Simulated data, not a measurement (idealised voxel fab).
process module | voxel wiring stack
cross-section cut | 215 nm wide | cells 5 nm
A cross-section is a grid of square cells, given in bands from the top down. A band is one or more rows of cells.
Each band's line starts with the height of the band's top and of its bottom, in nm. Then come its materials from left to right, each with its width in nm. One material with "throughout" fills the band from edge to edge. "air" is empty space.
Height 0 is the level under which the wafer as received is all one material. The lowest band goes on downwards, as in "0 down".
A width such as "30 to 40" changes by the same amount from each row of cells to the next, from the band's top row to its bottom row.
"no change" after a step means that no cell of the cross-section changed.
closed voids: empty space of 8 cells or more with no open way to the top, each as width x height at its distance from the left edge, in nm
after a step's settings: what the simulator itself notes on the step
overlay nm, on a step with a mask: how far to the right of its planned place the mask lay; to the left if negative
plan
1 op RECEIVE | material Si
2 op CONFORMAL_DEP | material SiO2 | thk nm 10
3 op DIRECTIONAL_DEP | material TiN | thk nm 5
4 op DIRECTIONAL_DEP | material Ru | thk nm 15
5 op MASKED_ETCH | tone cover | mask id METAL_1 | width nm 25 | pitch nm 50 | etch materials Ru | depth nm 15 | overlay nm 0
6 op MASKED_ETCH | tone cover | mask id METAL_1 | width nm 25 | pitch nm 50 | etch materials TiN | depth nm 5 | overlay nm 0
7 op FILL_DEP | material lowk | thk nm 5
8 op CMP | height nm 30
9 op CONFORMAL_DEP | material SiCN | thk nm 5
10 op DIRECTIONAL_DEP | material SiO2 | thk nm 15
11 op PATTERN | tone open | mask id PLUG_1 | material resist | width nm 15 | thk nm 15 | overlay nm 0
12 op DIRECTIONAL_ETCH | etch materials SiO2 | depth nm 15
13 op DIRECTIONAL_ETCH | etch materials SiCN | depth nm 5
14 op STRIP | etch materials resist
15 op EPI | material Ru | thk nm 10
16 op EPI | material Ru | thk nm 10
17 op DIRECTIONAL_DEP | material TiN | thk nm 5
18 op DIRECTIONAL_DEP | material Ru | thk nm 20
19 op DIRECTIONAL_DEP | material aC | thk nm 15
20 op PATTERN | tone cover | mask id METAL_2 | material resist | width nm 25 | pitch nm 50 | thk nm 35 | overlay nm 0
21 op DIRECTIONAL_ETCH | etch materials aC | depth nm 15
22 op STRIP | etch materials resist
23 op DIRECTIONAL_ETCH | etch materials Ru | depth nm 20
24 op DIRECTIONAL_ETCH | etch materials TiN | depth nm 5
25 op STRIP | etch materials aC
26 op CONFORMAL_DEP | material SiN | thk nm 5
27 op FILL_DEP | material SiO2 | thk nm 5
28 op CMP | height nm 75
29 op CONFORMAL_DEP | material SiCN | thk nm 5
30 op DIRECTIONAL_DEP | material lowk | thk nm 10
31 op MASKED_ETCH | tone open | mask id PLUG_2 | width nm 15 | pitch nm 50 | etch materials lowk | depth nm 10 | overlay nm 0
32 op MASKED_ETCH | tone open | mask id PLUG_2 | width nm 15 | pitch nm 50 | etch materials SiCN | depth nm 5 | overlay nm 0
33 op CONFORMAL_DEP | material TiN | thk nm 5
34 op FILL_DEP | material Ru | thk nm 10
35 op CMP | height nm 90
36 op CONFORMAL_DEP | material SiCN | thk nm 5
37 op DIRECTIONAL_DEP | material SiO2 | thk nm 20
38 op PATTERN | tone open | mask id METAL_3 | material resist | width nm 25 | pitch nm 50 | thk nm 15 | overlay nm 0
39 op DIRECTIONAL_ETCH | etch materials SiO2 | depth nm 20
40 op DIRECTIONAL_ETCH | etch materials SiCN | depth nm 5
41 op STRIP | etch materials resist
42 op CONFORMAL_DEP | material TiN | thk nm 5
43 op FILL_DEP | material W | thk nm 10
44 op CMP | height nm 115
45 op EPI | material Ru | thk nm 5
46 op FILL_DEP | material SiCN | thk nm 5
47 op DIRECTIONAL_DEP | material lowk | thk nm 30
48 op DIRECTIONAL_DEP | material aC | thk nm 10
49 op PATTERN | tone open | mask id METAL_4_HOLES | material resist | width nm 15 | thk nm 30 | overlay nm 0
50 op DIRECTIONAL_ETCH | etch materials aC | depth nm 10
51 op STRIP | etch materials resist
52 op DIRECTIONAL_ETCH | etch materials lowk | depth nm 30
53 op STRIP | etch materials aC
54 op DIRECTIONAL_DEP | material aC | thk nm 10
55 op PATTERN | tone open | mask id METAL_4 | material resist | width nm 25 | pitch nm 50 | thk nm 25 | overlay nm 0
56 op DIRECTIONAL_ETCH | etch materials aC | depth nm 10
57 op STRIP | etch materials resist
58 op DIRECTIONAL_ETCH | etch materials lowk | depth nm 15
59 op DIRECTIONAL_ETCH | etch materials SiCN | depth nm 5
60 op STRIP | etch materials aC
61 op CONFORMAL_DEP | material TiN | thk nm 5
62 op FILL_DEP | material Cu | thk nm 5
63 op CMP | height nm 155
64 op CONFORMAL_DEP | material SiN | thk nm 5
as received, after step 1
  0 down: Si throughout
  closed voids: none
a wafer at the end: this start, this plan, one mistake
  160 to 155: SiN throughout
  155 to 145: lowk 70 | TiN 5 | Cu 15 | TiN 5 | lowk 25 | TiN 5 | Cu 15 | TiN 5 | lowk 70
  145 to 140: lowk 70 | TiN 5 | Cu 5 | TiN 15 | lowk 25 | TiN 25 | lowk 70
  140 to 125: lowk 70 | TiN 5 | Cu 5 | TiN 5 | lowk 130
  125 to 120: SiCN 70 | TiN 15 | SiCN 130
  120 to 115: SiCN 65 | Ru 35 | SiCN 15 | Ru 35 | SiCN 65
  115 to 95: SiO2 70 | TiN 5 | W 15 | TiN 5 | SiO2 25 | TiN 5 | W 15 | TiN 5 | SiO2 70
  95 to 90: SiCN 70 | TiN 25 | SiCN 25 | TiN 25 | SiCN 70
  90 to 80: lowk 70 | TiN 5 | Ru 5 | TiN 5 | lowk 35 | TiN 5 | Ru 5 | TiN 5 | lowk 80
  80 to 75: SiCN 70 | TiN 15 | SiCN 35 | TiN 15 | SiCN 80
  75 to 60: SiO2 80 | SiN 5 | Ru 10 | SiN 5 | SiO2 15 | SiN 5 | Ru 25 | SiN 5 | SiO2 65
  60 to 55: SiO2 65 | SiN 20 | Ru 10 | SiN 5 | SiO2 15 | SiN 5 | Ru 25 | SiN 5 | SiO2 65
  55 to 50: SiN 70 | Ru 15 | TiN 10 | SiN 25 | TiN 25 | SiN 70
  50 to 35: SiO2 70 | Ru 15 | SiO2 130
  35 to 30: SiCN 70 | TiN 15 | SiCN 130
  30 to 25: lowk throughout
  25 to 10: lowk 70 | Ru 25 | lowk 25 | Ru 25 | lowk 70
  10 to 0: SiO2 throughout
  0 down: Si throughout
  closed voids: none
what went wrong: step 3 was left out
